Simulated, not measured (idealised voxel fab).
Process module in this document: voxel fin reveal
The figure presents cross-section cut, which has a width of 180 nm and is divided into square cells with an edge length of 5 nm.
Reading order for cross-sections: top band down to bottom band. Underlying form: a grid of square cells. Band size: one or more rows of cells. A band entry consists of two parts. The first gives the height of the band's top and the height of its bottom, in nm. The rest lists the band's materials from left to right, each with its width in nm. A single material labelled with the word "edge to edge" fills the band from edge to edge, and the word "air" marks empty space. The reference from which all heights are counted is 0, the level beneath which the as-received wafer is entirely one material; the lowest band, having no lower bound, proceeds downward and is written after the example "0..down". So if you see something like "30..40" for the width, read it as the top row of the band sitting at the first number and the bottom row at the second, with every row in between moving by the same amount as the last. You'll sometimes find "identical to before" written for a step, and that's the way of saying that nowhere in the cross-section did a cell change during that step. Internal closed voids: empty space of 8 cells or more with no open way to the top, each as width x height at its distance from the left edge, in nm. Text after the settings on a step's line: the simulator's own remark on that step. The setting "overlay nm" may be written on the line of a step. When the step uses a mask, the value reports how far to the right of the planned place the mask lay, and a negative value reports that it lay to the left. Structure of the following material. The material consists of pairs of cross-sections. Each pair comprises the cross-section before one process step and the cross-section after that step, the latter shown only down to the lowest band that changed. The step between the cross-sections is specified beneath each pair, including its settings. Pairs are not necessarily consecutive: they may derive from different runs of this module performed on the same starting wafer. Continuity with the pair above is to be assumed only where the entry headed "Prior to step" of the pair in question states it.
Prior to step:
    0..down: Si edge to edge
    Internal closed voids: none
after:
    10..0: SiN edge to edge
    Nothing below the height 0 has changed.
    Internal closed voids: none
So what happens between those two cross-sections up there? CONFORMAL_DEP [material SiN] [thk nm 10]
Prior to step: this step begins from the cross-section that the pair just above shows after its step.
after:
    20..10: aC edge to edge
    Nothing below the height 10 has changed.
    Internal closed voids: none
So what happens between those two cross-sections up there? DIRECTIONAL_DEP [material aC] [thk nm 10]
Prior to step: this step begins from the cross-section that the pair just above shows after its step.
after:
    45..20: air 60 nm | resist 15 nm | air 30 nm | resist 15 nm | air 60 nm
    Nothing below the height 20 has changed.
    Internal closed voids: none
So what happens between those two cross-sections up there? PATTERN [tone cover] [mask id FINS] [material resist] [width nm 15] [pitch nm 45] [thk nm 25] [overlay nm 0]
Prior to step: this step begins from the cross-section that the pair just above shows after its step.
after:
    35..20: air 60 nm | resist 15 nm | air 30 nm | resist 15 nm | air 60 nm
    20..10: air 60 nm | aC 15 nm | air 30 nm | aC 15 nm | air 60 nm
    Nothing below the height 10 has changed.
    Internal closed voids: none
So what happens between those two cross-sections up there? DIRECTIONAL_ETCH [etch materials aC] [depth nm 10]
Prior to step: this step begins from the cross-section that the pair just above shows after its step.
after:
    20..10: air 60 nm | aC 15 nm | air 30 nm | aC 15 nm | air 60 nm
    Nothing below the height 10 has changed.
    Internal closed voids: none
So what happens between those two cross-sections up there? STRIP [etch materials resist]
Prior to step: this step begins from the cross-section that the pair just above shows after its step.
after:
    20..10: air 60 nm | aC 15 nm | air 30 nm | aC 15 nm | air 60 nm
    10..0: air 60 nm | SiN 15 nm | air 30 nm | SiN 15 nm | air 60 nm
    Nothing below the height 0 has changed.
    Internal closed voids: none
So what happens between those two cross-sections up there? DIRECTIONAL_ETCH [etch materials SiN] [depth nm 10]
Prior to step: this step begins from the cross-section that the pair just above shows after its step.
after:
    20..10: air 60 nm | aC 15 nm | air 30 nm | aC 15 nm | air 60 nm
    10..0: air 60 nm | SiN 15 nm | air 30 nm | SiN 15 nm | air 60 nm
    0..-30: air 60 nm | Si 15 nm | air 30 nm | Si 15 nm | air 60 nm
    Nothing below the height -30 has changed.
    Internal closed voids: none
So what happens between those two cross-sections up there? DIRECTIONAL_ETCH [etch materials Si] [depth nm 30]
Prior to step: this step begins from the cross-section that the pair just above shows after its step.
after:
    10..0: air 60 nm | SiN 15 nm | air 30 nm | SiN 15 nm | air 60 nm
    Nothing below the height 0 has changed.
    Internal closed voids: none
So what happens between those two cross-sections up there? STRIP [etch materials aC]
Prior to step: this step begins from the cross-section that the pair just above shows after its step.
after:
    20..10: SiO2 edge to edge
    10..0: SiO2 60 nm | SiN 15 nm | SiO2 30 nm | SiN 15 nm | SiO2 60 nm
    0..-30: SiO2 60 nm | Si 15 nm | SiO2 30 nm | Si 15 nm | SiO2 60 nm
    Nothing below the height -30 has changed.
    Internal closed voids: none
So what happens between those two cross-sections up there? FILL_DEP [material SiO2] [thk nm 10]
Prior to step: this step begins from the cross-section that the pair just above shows after its step.
after:
    10..0: SiO2 60 nm | SiN 15 nm | SiO2 30 nm | SiN 15 nm | SiO2 60 nm
    Nothing below the height 0 has changed.
    Internal closed voids: none
So what happens between those two cross-sections up there? CMP [height nm 10]
Prior to step: this step begins from the cross-section that the pair just above shows after its step.
after:
    10..0: air 60 nm | SiN 15 nm | air 30 nm | SiN 15 nm | air 60 nm
    0..-20: air 60 nm | Si 15 nm | air 30 nm | Si 15 nm | air 60 nm
    Nothing below the height -20 has changed.
    Internal closed voids: none
So what happens between those two cross-sections up there? SELECTIVE_ETCH [etch materials SiO2] [depth nm 30]
Prior to step: this step begins from the cross-section that the pair just above shows after its step.
after:
    0..-20: air 60 nm | Si 15 nm | air 30 nm | Si 15 nm | air 60 nm
    Nothing below the height -20 has changed.
    Internal closed voids: none
So what happens between those two cross-sections up there? STRIP [etch materials SiN]
Prior to step: this step begins from the cross-section that the pair just above shows after its step.
after:
    5..0: air 55 nm | HfO2 25 nm | air 20 nm | HfO2 25 nm | air 55 nm
    0..-15: air 55 nm | HfO2 5 nm | Si 15 nm | HfO2 5 nm | air 20 nm | HfO2 5 nm | Si 15 nm | HfO2 5 nm | air 55 nm
    -15..-20: HfO2 60 nm | Si 15 nm | HfO2 30 nm | Si 15 nm | HfO2 60 nm
    Nothing below the height -20 has changed.
    Internal closed voids: none
So what happens between those two cross-sections up there? CONFORMAL_DEP [material HfO2] [thk nm 5]
Prior to step:
    20..10: air 60 nm | aC 15 nm | air 30 nm | aC 15 nm | air 60 nm
    10..0: air 60 nm | SiN 15 nm | air 30 nm | SiN 15 nm | air 60 nm
    0..-30: air 60 nm | Si 15 nm | air 30 nm | Si 15 nm | air 60 nm
    -30..down: Si edge to edge
    Internal closed voids: none
after:
    20..10: air 60 nm | aC 15 nm | air 30 nm | aC 15 nm | air 60 nm
    10..0: air 60 nm | SiN 15 nm | air 30 nm | SiN 15 nm | air 60 nm
    0..-60: air 60 nm | Si 15 nm | air 30 nm | Si 15 nm | air 60 nm
    Nothing below the height -60 has changed.
    Internal closed voids: none
So what happens between those two cross-sections up there? DIRECTIONAL_ETCH [etch materials Si] [depth nm 30]
Prior to step: this step begins from the cross-section that the pair just above shows after its step.
after:
    10..0: air 60 nm | SiN 15 nm | air 30 nm | SiN 15 nm | air 60 nm
    Nothing below the height 0 has changed.
    Internal closed voids: none
So what happens between those two cross-sections up there? STRIP [etch materials aC]
Prior to step: this step begins from the cross-section that the pair just above shows after its step.
after:
    20..10: SiO2 edge to edge
    10..0: SiO2 60 nm | SiN 15 nm | SiO2 30 nm | SiN 15 nm | SiO2 60 nm
    0..-60: SiO2 60 nm | Si 15 nm | SiO2 30 nm | Si 15 nm | SiO2 60 nm
    Nothing below the height -60 has changed.
    Internal closed voids: none
So what happens between those two cross-sections up there? FILL_DEP [material SiO2] [thk nm 10]
Prior to step: this step begins from the cross-section that the pair just above shows after its step.
after:
    10..0: SiO2 60 nm | SiN 15 nm | SiO2 30 nm | SiN 15 nm | SiO2 60 nm
    Nothing below the height 0 has changed.
    Internal closed voids: none
So what happens between those two cross-sections up there? CMP [height nm 10]
Prior to step: this step begins from the cross-section that the pair just above shows after its step.
after:
    10..0: air 60 nm | SiN 15 nm | air 30 nm | SiN 15 nm | air 60 nm
    0..-20: air 60 nm | Si 15 nm | air 30 nm | Si 15 nm | air 60 nm
    Nothing below the height -20 has changed.
    Internal closed voids: none
So what happens between those two cross-sections up there? SELECTIVE_ETCH [etch materials SiO2] [depth nm 30]
Prior to step: this step begins from the cross-section that the pair just above shows after its step.
after:
    0..-20: air 60 nm | Si 15 nm | air 30 nm | Si 15 nm | air 60 nm
    Nothing below the height -20 has changed.
    Internal closed voids: none
So what happens between those two cross-sections up there? STRIP [etch materials SiN]
Prior to step: this step begins from the cross-section that the pair just above shows after its step.
after:
    5..0: air 55 nm | HfO2 25 nm | air 20 nm | HfO2 25 nm | air 55 nm
    0..-15: air 55 nm | HfO2 5 nm | Si 15 nm | HfO2 5 nm | air 20 nm | HfO2 5 nm | Si 15 nm | HfO2 5 nm | air 55 nm
    -15..-20: HfO2 60 nm | Si 15 nm | HfO2 30 nm | Si 15 nm | HfO2 60 nm
    Nothing below the height -20 has changed.
    Internal closed voids: none
So what happens between those two cross-sections up there? CONFORMAL_DEP [material HfO2] [thk nm 5]
Prior to step:
    10..0: SiO2 60 nm | SiN 15 nm | SiO2 30 nm | SiN 15 nm | SiO2 60 nm
    0..-30: SiO2 60 nm | Si 15 nm | SiO2 30 nm | Si 15 nm | SiO2 60 nm
    -30..down: Si edge to edge
    Internal closed voids: none
after:
    10..0: SiO2 60 nm | air 15 nm | SiO2 30 nm | air 15 nm | SiO2 60 nm
    Nothing below the height 0 has changed.
    Internal closed voids: none
So what happens between those two cross-sections up there? STRIP [etch materials SiN]
Prior to step: this step begins from the cross-section that the pair just above shows after its step.
after:
    0..-20: air 60 nm | Si 15 nm | air 30 nm | Si 15 nm | air 60 nm
    -20..-30: SiO2 30 nm | air 30 nm | Si 15 nm | air 30 nm | Si 15 nm | air 30 nm | SiO2 30 nm
    Nothing below the height -30 has changed.
    Internal closed voids: none
So what happens between those two cross-sections up there? SELECTIVE_ETCH [etch materials SiO2] [depth nm 30]
Prior to step: this step begins from the cross-section that the pair just above shows after its step.
after:
    5..0: air 55 nm | HfO2 25 nm | air 20 nm | HfO2 25 nm | air 55 nm
    0..-15: air 55 nm | HfO2 5 nm | Si 15 nm | HfO2 5 nm | air 20 nm | HfO2 5 nm | Si 15 nm | HfO2 5 nm | air 55 nm
    -15..-20: HfO2 35 nm | air 20 nm | HfO2 5 nm | Si 15 nm | HfO2 5 nm | air 20 nm | HfO2 5 nm | Si 15 nm | HfO2 5 nm | air 20 nm | HfO2 35 nm
    -20..-25: SiO2 30 nm | HfO2 5 nm | air 20 nm | HfO2 5 nm | Si 15 nm | HfO2 5 nm | air 20 nm | HfO2 5 nm | Si 15 nm | HfO2 5 nm | air 20 nm | HfO2 5 nm | SiO2 30 nm
    -25..-30: SiO2 30 nm | HfO2 30 nm | Si 15 nm | HfO2 30 nm | Si 15 nm | HfO2 30 nm | SiO2 30 nm
    Nothing below the height -30 has changed.
    Internal closed voids: none
So what happens between those two cross-sections up there? CONFORMAL_DEP [material HfO2] [thk nm 5]
Prior to step:
    20..10: air 60 nm | aC 15 nm | air 30 nm | aC 15 nm | air 60 nm
    10..0: air 60 nm | SiN 15 nm | air 30 nm | SiN 15 nm | air 60 nm
    0..down: Si edge to edge
    Internal closed voids: none
after:
    20..10: air 60 nm | aC 15 nm | air 30 nm | aC 15 nm | air 60 nm
    10..0: air 60 nm | SiN 15 nm | air 30 nm | SiN 15 nm | air 60 nm
    0..-40: air 60 nm | Si 15 nm | air 30 nm | Si 15 nm | air 60 nm
    Nothing below the height -40 has changed.
    Internal closed voids: none
So what happens between those two cross-sections up there? DIRECTIONAL_ETCH [etch materials Si] [depth nm 40]
Prior to step: this step begins from the cross-section that the pair just above shows after its step.
after:
    10..0: air 60 nm | SiN 15 nm | air 30 nm | SiN 15 nm | air 60 nm
    Nothing below the height 0 has changed.
    Internal closed voids: none
So what happens between those two cross-sections up there? STRIP [etch materials aC]
Prior to step: this step begins from the cross-section that the pair just above shows after its step.
after:
    20..10: SiO2 edge to edge
    10..0: SiO2 60 nm | SiN 15 nm | SiO2 30 nm | SiN 15 nm | SiO2 60 nm
    0..-40: SiO2 60 nm | Si 15 nm | SiO2 30 nm | Si 15 nm | SiO2 60 nm
    Nothing below the height -40 has changed.
    Internal closed voids: none
So what happens between those two cross-sections up there? FILL_DEP [material SiO2] [thk nm 10]
Prior to step: this step begins from the cross-section that the pair just above shows after its step.
after:
    10..0: SiO2 60 nm | SiN 15 nm | SiO2 30 nm | SiN 15 nm | SiO2 60 nm
    Nothing below the height 0 has changed.
    Internal closed voids: none
So what happens between those two cross-sections up there? CMP [height nm 10]
Prior to step: this step begins from the cross-section that the pair just above shows after its step.
after:
    10..0: air 60 nm | SiN 15 nm | air 30 nm | SiN 15 nm | air 60 nm
    0..-20: air 60 nm | Si 15 nm | air 30 nm | Si 15 nm | air 60 nm
    Nothing below the height -20 has changed.
    Internal closed voids: none
So what happens between those two cross-sections up there? SELECTIVE_ETCH [etch materials SiO2] [depth nm 30]
Prior to step: this step begins from the cross-section that the pair just above shows after its step.
after:
    0..-20: air 60 nm | Si 15 nm | air 30 nm | Si 15 nm | air 60 nm
    Nothing below the height -20 has changed.
    Internal closed voids: none
So what happens between those two cross-sections up there? STRIP [etch materials SiN]
Prior to step: this step begins from the cross-section that the pair just above shows after its step.
after:
    5..0: air 55 nm | HfO2 25 nm | air 20 nm | HfO2 25 nm | air 55 nm
    0..-15: air 55 nm | HfO2 5 nm | Si 15 nm | HfO2 5 nm | air 20 nm | HfO2 5 nm | Si 15 nm | HfO2 5 nm | air 55 nm
    -15..-20: HfO2 60 nm | Si 15 nm | HfO2 30 nm | Si 15 nm | HfO2 60 nm
    Nothing below the height -20 has changed.
    Internal closed voids: none
So what happens between those two cross-sections up there? CONFORMAL_DEP [material HfO2] [thk nm 5]
Prior to step:
    20..10: aC edge to edge
    10..0: SiN edge to edge
    0..down: Si edge to edge
    Internal closed voids: none
after:
    45..20: air 55 nm | resist 25 nm | air 20 nm | resist 25 nm | air 55 nm
    Nothing below the height 20 has changed.
    Internal closed voids: none
So what happens between those two cross-sections up there? PATTERN [tone cover] [mask id FINS] [material resist] [width nm 25] [pitch nm 45] [thk nm 25] [overlay nm 0]
Prior to step: this step begins from the cross-section that the pair just above shows after its step.
after:
    35..20: air 55 nm | resist 25 nm | air 20 nm | resist 25 nm | air 55 nm
    20..10: air 55 nm | aC 25 nm | air 20 nm | aC 25 nm | air 55 nm
    Nothing below the height 10 has changed.
    Internal closed voids: none
So what happens between those two cross-sections up there? DIRECTIONAL_ETCH [etch materials aC] [depth nm 10]
Prior to step: this step begins from the cross-section that the pair just above shows after its step.
after:
    20..10: air 55 nm | aC 25 nm | air 20 nm | aC 25 nm | air 55 nm
    Nothing below the height 10 has changed.
    Internal closed voids: none
So what happens between those two cross-sections up there? STRIP [etch materials resist]
Prior to step: this step begins from the cross-section that the pair just above shows after its step.
after:
    20..10: air 55 nm | aC 25 nm | air 20 nm | aC 25 nm | air 55 nm
    10..0: air 55 nm | SiN 25 nm | air 20 nm | SiN 25 nm | air 55 nm
    Nothing below the height 0 has changed.
    Internal closed voids: none
So what happens between those two cross-sections up there? DIRECTIONAL_ETCH [etch materials SiN] [depth nm 10]
Prior to step: this step begins from the cross-section that the pair just above shows after its step.
after:
    20..10: air 55 nm | aC 25 nm | air 20 nm | aC 25 nm | air 55 nm
    10..0: air 55 nm | SiN 25 nm | air 20 nm | SiN 25 nm | air 55 nm
    0..-30: air 55 nm | Si 25 nm | air 20 nm | Si 25 nm | air 55 nm
    Nothing below the height -30 has changed.
    Internal closed voids: none
So what happens between those two cross-sections up there? DIRECTIONAL_ETCH [etch materials Si] [depth nm 30]
Prior to step: this step begins from the cross-section that the pair just above shows after its step.
after:
    10..0: air 55 nm | SiN 25 nm | air 20 nm | SiN 25 nm | air 55 nm
    Nothing below the height 0 has changed.
    Internal closed voids: none
So what happens between those two cross-sections up there? STRIP [etch materials aC]
Prior to step: this step begins from the cross-section that the pair just above shows after its step.
after:
    20..10: SiO2 edge to edge
    10..0: SiO2 55 nm | SiN 25 nm | SiO2 20 nm | SiN 25 nm | SiO2 55 nm
    0..-30: SiO2 55 nm | Si 25 nm | SiO2 20 nm | Si 25 nm | SiO2 55 nm
    Nothing below the height -30 has changed.
    Internal closed voids: none
So what happens between those two cross-sections up there? FILL_DEP [material SiO2] [thk nm 10]
Prior to step: this step begins from the cross-section that the pair just above shows after its step.
after:
    10..0: SiO2 55 nm | SiN 25 nm | SiO2 20 nm | SiN 25 nm | SiO2 55 nm
    Nothing below the height 0 has changed.
    Internal closed voids: none
So what happens between those two cross-sections up there? CMP [height nm 10]
Prior to step: this step begins from the cross-section that the pair just above shows after its step.
after:
    10..0: air 55 nm | SiN 25 nm | air 20 nm | SiN 25 nm | air 55 nm
    0..-20: air 55 nm | Si 25 nm | air 20 nm | Si 25 nm | air 55 nm
    Nothing below the height -20 has changed.
    Internal closed voids: none
So what happens between those two cross-sections up there? SELECTIVE_ETCH [etch materials SiO2] [depth nm 30]
Prior to step: this step begins from the cross-section that the pair just above shows after its step.
after:
    0..-20: air 55 nm | Si 25 nm | air 20 nm | Si 25 nm | air 55 nm
    Nothing below the height -20 has changed.
    Internal closed voids: none
So what happens between those two cross-sections up there? STRIP [etch materials SiN]
Prior to step: this step begins from the cross-section that the pair just above shows after its step.
after:
    5..0: air 50 nm | HfO2 35 nm | air 10 nm | HfO2 35 nm | air 50 nm
    0..-15: air 50 nm | HfO2 5 nm | Si 25 nm | HfO2 5 nm | air 10 nm | HfO2 5 nm | Si 25 nm | HfO2 5 nm | air 50 nm
    -15..-20: HfO2 55 nm | Si 25 nm | HfO2 20 nm | Si 25 nm | HfO2 55 nm
    Nothing below the height -20 has changed.
    Internal closed voids: none
So what happens between those two cross-sections up there? CONFORMAL_DEP [material HfO2] [thk nm 5]
Prior to step:
    20..10: aC edge to edge
    10..0: SiN edge to edge
    0..down: Si edge to edge
    Internal closed voids: none
after:
    45..20: air 70 nm | resist 15 nm | air 30 nm | resist 15 nm | air 50 nm
    Nothing below the height 20 has changed.
    Internal closed voids: none
So what happens between those two cross-sections up there? PATTERN [tone cover] [mask id FINS] [material resist] [width nm 15] [pitch nm 45] [thk nm 25] [overlay nm 10]
Prior to step: this step begins from the cross-section that the pair just above shows after its step.
after:
    35..20: air 70 nm | resist 15 nm | air 30 nm | resist 15 nm | air 50 nm
    20..10: air 70 nm | aC 15 nm | air 30 nm | aC 15 nm | air 50 nm
    Nothing below the height 10 has changed.
    Internal closed voids: none
So what happens between those two cross-sections up there? DIRECTIONAL_ETCH [etch materials aC] [depth nm 10]
Prior to step: this step begins from the cross-section that the pair just above shows after its step.
after:
    20..10: air 70 nm | aC 15 nm | air 30 nm | aC 15 nm | air 50 nm
    Nothing below the height 10 has changed.
    Internal closed voids: none
So what happens between those two cross-sections up there? STRIP [etch materials resist]
Prior to step: this step begins from the cross-section that the pair just above shows after its step.
after:
    20..10: air 70 nm | aC 15 nm | air 30 nm | aC 15 nm | air 50 nm
    10..0: air 70 nm | SiN 15 nm | air 30 nm | SiN 15 nm | air 50 nm
    Nothing below the height 0 has changed.
    Internal closed voids: none
So what happens between those two cross-sections up there? DIRECTIONAL_ETCH [etch materials SiN] [depth nm 10]
Prior to step: this step begins from the cross-section that the pair just above shows after its step.
after:
    20..10: air 70 nm | aC 15 nm | air 30 nm | aC 15 nm | air 50 nm
    10..0: air 70 nm | SiN 15 nm | air 30 nm | SiN 15 nm | air 50 nm
    0..-30: air 70 nm | Si 15 nm | air 30 nm | Si 15 nm | air 50 nm
    Nothing below the height -30 has changed.
    Internal closed voids: none
So what happens between those two cross-sections up there? DIRECTIONAL_ETCH [etch materials Si] [depth nm 30]
Prior to step: this step begins from the cross-section that the pair just above shows after its step.
after:
    10..0: air 70 nm | SiN 15 nm | air 30 nm | SiN 15 nm | air 50 nm
    Nothing below the height 0 has changed.
    Internal closed voids: none
So what happens between those two cross-sections up there? STRIP [etch materials aC]
Prior to step: this step begins from the cross-section that the pair just above shows after its step.
after:
    20..10: SiO2 edge to edge
    10..0: SiO2 70 nm | SiN 15 nm | SiO2 30 nm | SiN 15 nm | SiO2 50 nm
    0..-30: SiO2 70 nm | Si 15 nm | SiO2 30 nm | Si 15 nm | SiO2 50 nm
    Nothing below the height -30 has changed.
    Internal closed voids: none
So what happens between those two cross-sections up there? FILL_DEP [material SiO2] [thk nm 10]
Prior to step: this step begins from the cross-section that the pair just above shows after its step.
after:
    10..0: SiO2 70 nm | SiN 15 nm | SiO2 30 nm | SiN 15 nm | SiO2 50 nm
    Nothing below the height 0 has changed.
    Internal closed voids: none
So what happens between those two cross-sections up there? CMP [height nm 10]
Prior to step: this step begins from the cross-section that the pair just above shows after its step.
after:
    10..0: air 70 nm | SiN 15 nm | air 30 nm | SiN 15 nm | air 50 nm
    0..-20: air 70 nm | Si 15 nm | air 30 nm | Si 15 nm | air 50 nm
    Nothing below the height -20 has changed.
    Internal closed voids: none
So what happens between those two cross-sections up there? SELECTIVE_ETCH [etch materials SiO2] [depth nm 30]
Prior to step: this step begins from the cross-section that the pair just above shows after its step.
after:
    0..-20: air 70 nm | Si 15 nm | air 30 nm | Si 15 nm | air 50 nm
    Nothing below the height -20 has changed.
    Internal closed voids: none
So what happens between those two cross-sections up there? STRIP [etch materials SiN]
Prior to step: this step begins from the cross-section that the pair just above shows after its step.
after:
    5..0: air 65 nm | HfO2 25 nm | air 20 nm | HfO2 25 nm | air 45 nm
    0..-15: air 65 nm | HfO2 5 nm | Si 15 nm | HfO2 5 nm | air 20 nm | HfO2 5 nm | Si 15 nm | HfO2 5 nm | air 45 nm
    -15..-20: HfO2 70 nm | Si 15 nm | HfO2 30 nm | Si 15 nm | HfO2 50 nm
    Nothing below the height -20 has changed.
    Internal closed voids: none
So what happens between those two cross-sections up there? CONFORMAL_DEP [material HfO2] [thk nm 5]
Prior to step:
    10..0: air 60 nm | SiN 15 nm | air 30 nm | SiN 15 nm | air 60 nm
    0..-30: air 60 nm | Si 15 nm | air 30 nm | Si 15 nm | air 60 nm
    -30..down: Si edge to edge
    Internal closed voids: none
after:
    20..10: aC edge to edge
    10..0: aC 60 nm | SiN 15 nm | aC 30 nm | SiN 15 nm | aC 60 nm
    0..-30: aC 60 nm | Si 15 nm | aC 30 nm | Si 15 nm | aC 60 nm
    Nothing below the height -30 has changed.
    Internal closed voids: none
So what happens between those two cross-sections up there? FILL_DEP [material aC] [thk nm 10]
Prior to step: this step begins from the cross-section that the pair just above shows after its step.
after:
    10..0: aC 60 nm | SiN 15 nm | aC 30 nm | SiN 15 nm | aC 60 nm
    Nothing below the height 0 has changed.
    Internal closed voids: none
So what happens between those two cross-sections up there? CMP [height nm 10]
Prior to step: this step begins from the cross-section that the pair just above shows after its step.
after:
    10..0: aC 60 nm | air 15 nm | aC 30 nm | air 15 nm | aC 60 nm
    Nothing below the height 0 has changed.
    Internal closed voids: none
So what happens between those two cross-sections up there? STRIP [etch materials SiN]
Prior to step: this step begins from the cross-section that the pair just above shows after its step.
after:
    15..10: HfO2 65 nm | air 5 nm | HfO2 40 nm | air 5 nm | HfO2 65 nm
    10..5: aC 60 nm | HfO2 5 nm | air 5 nm | HfO2 5 nm | aC 30 nm | HfO2 5 nm | air 5 nm | HfO2 5 nm | aC 60 nm
    5..0: aC 60 nm | HfO2 15 nm | aC 30 nm | HfO2 15 nm | aC 60 nm
    Nothing below the height 0 has changed.
    Internal closed voids: none
So what happens between those two cross-sections up there? CONFORMAL_DEP [material HfO2] [thk nm 5]
Prior to step:
    20..10: aC edge to edge
    10..0: SiN edge to edge
    0..down: Si edge to edge
    Internal closed voids: none
after:
    45..20: resist 60 nm | air 15 nm | resist 30 nm | air 15 nm | resist 60 nm
    Nothing below the height 20 has changed.
    Internal closed voids: none
So what happens between those two cross-sections up there? PATTERN [tone open] [mask id FINS] [material resist] [width nm 15] [pitch nm 45] [thk nm 25] [overlay nm 0]
Prior to step: this step begins from the cross-section that the pair just above shows after its step.
after:
    35..20: resist 60 nm | air 15 nm | resist 30 nm | air 15 nm | resist 60 nm
    20..10: aC 60 nm | air 15 nm | aC 30 nm | air 15 nm | aC 60 nm
    Nothing below the height 10 has changed.
    Internal closed voids: none
So what happens between those two cross-sections up there? DIRECTIONAL_ETCH [etch materials aC] [depth nm 10]
Prior to step: this step begins from the cross-section that the pair just above shows after its step.
after:
    20..10: aC 60 nm | air 15 nm | aC 30 nm | air 15 nm | aC 60 nm
    Nothing below the height 10 has changed.
    Internal closed voids: none
So what happens between those two cross-sections up there? STRIP [etch materials resist]
Prior to step: this step begins from the cross-section that the pair just above shows after its step.
after:
    20..10: aC 60 nm | air 15 nm | aC 30 nm | air 15 nm | aC 60 nm
    10..0: SiN 60 nm | air 15 nm | SiN 30 nm | air 15 nm | SiN 60 nm
    Nothing below the height 0 has changed.
    Internal closed voids: none
So what happens between those two cross-sections up there? DIRECTIONAL_ETCH [etch materials SiN] [depth nm 10]
Prior to step: this step begins from the cross-section that the pair just above shows after its step.
after:
    20..10: aC 60 nm | air 15 nm | aC 30 nm | air 15 nm | aC 60 nm
    10..0: SiN 60 nm | air 15 nm | SiN 30 nm | air 15 nm | SiN 60 nm
    0..-30: Si 60 nm | air 15 nm | Si 30 nm | air 15 nm | Si 60 nm
    Nothing below the height -30 has changed.
    Internal closed voids: none
So what happens between those two cross-sections up there? DIRECTIONAL_ETCH [etch materials Si] [depth nm 30]
Prior to step: this step begins from the cross-section that the pair just above shows after its step.
after:
    10..0: SiN 60 nm | air 15 nm | SiN 30 nm | air 15 nm | SiN 60 nm
    Nothing below the height 0 has changed.
    Internal closed voids: none
So what happens between those two cross-sections up there? STRIP [etch materials aC]
Prior to step: this step begins from the cross-section that the pair just above shows after its step.
after:
    20..10: SiO2 edge to edge
    10..0: SiN 60 nm | SiO2 15 nm | SiN 30 nm | SiO2 15 nm | SiN 60 nm
    0..-30: Si 60 nm | SiO2 15 nm | Si 30 nm | SiO2 15 nm | Si 60 nm
    Nothing below the height -30 has changed.
    Internal closed voids: none
So what happens between those two cross-sections up there? FILL_DEP [material SiO2] [thk nm 10]
Prior to step: this step begins from the cross-section that the pair just above shows after its step.
after:
    10..0: SiN 60 nm | SiO2 15 nm | SiN 30 nm | SiO2 15 nm | SiN 60 nm
    Nothing below the height 0 has changed.
    Internal closed voids: none
So what happens between those two cross-sections up there? CMP [height nm 10]
Prior to step: this step begins from the cross-section that the pair just above shows after its step.
after:
    10..0: SiN 60 nm | air 15 nm | SiN 30 nm | air 15 nm | SiN 60 nm
    0..-20: Si 60 nm | air 15 nm | Si 30 nm | air 15 nm | Si 60 nm
    Nothing below the height -20 has changed.
    Internal closed voids: none
So what happens between those two cross-sections up there? SELECTIVE_ETCH [etch materials SiO2] [depth nm 30]
Prior to step: this step begins from the cross-section that the pair just above shows after its step.
after:
    0..-20: Si 60 nm | air 15 nm | Si 30 nm | air 15 nm | Si 60 nm
    Nothing below the height -20 has changed.
    Internal closed voids: none
So what happens between those two cross-sections up there? STRIP [etch materials SiN]
Prior to step: this step begins from the cross-section that the pair just above shows after its step.
after:
    5..0: HfO2 65 nm | air 5 nm | HfO2 40 nm | air 5 nm | HfO2 65 nm
    0..-15: Si 60 nm | HfO2 5 nm | air 5 nm | HfO2 5 nm | Si 30 nm | HfO2 5 nm | air 5 nm | HfO2 5 nm | Si 60 nm
    -15..-20: Si 60 nm | HfO2 15 nm | Si 30 nm | HfO2 15 nm | Si 60 nm
    Nothing below the height -20 has changed.
    Internal closed voids: none
So what happens between those two cross-sections up there? CONFORMAL_DEP [material HfO2] [thk nm 5]
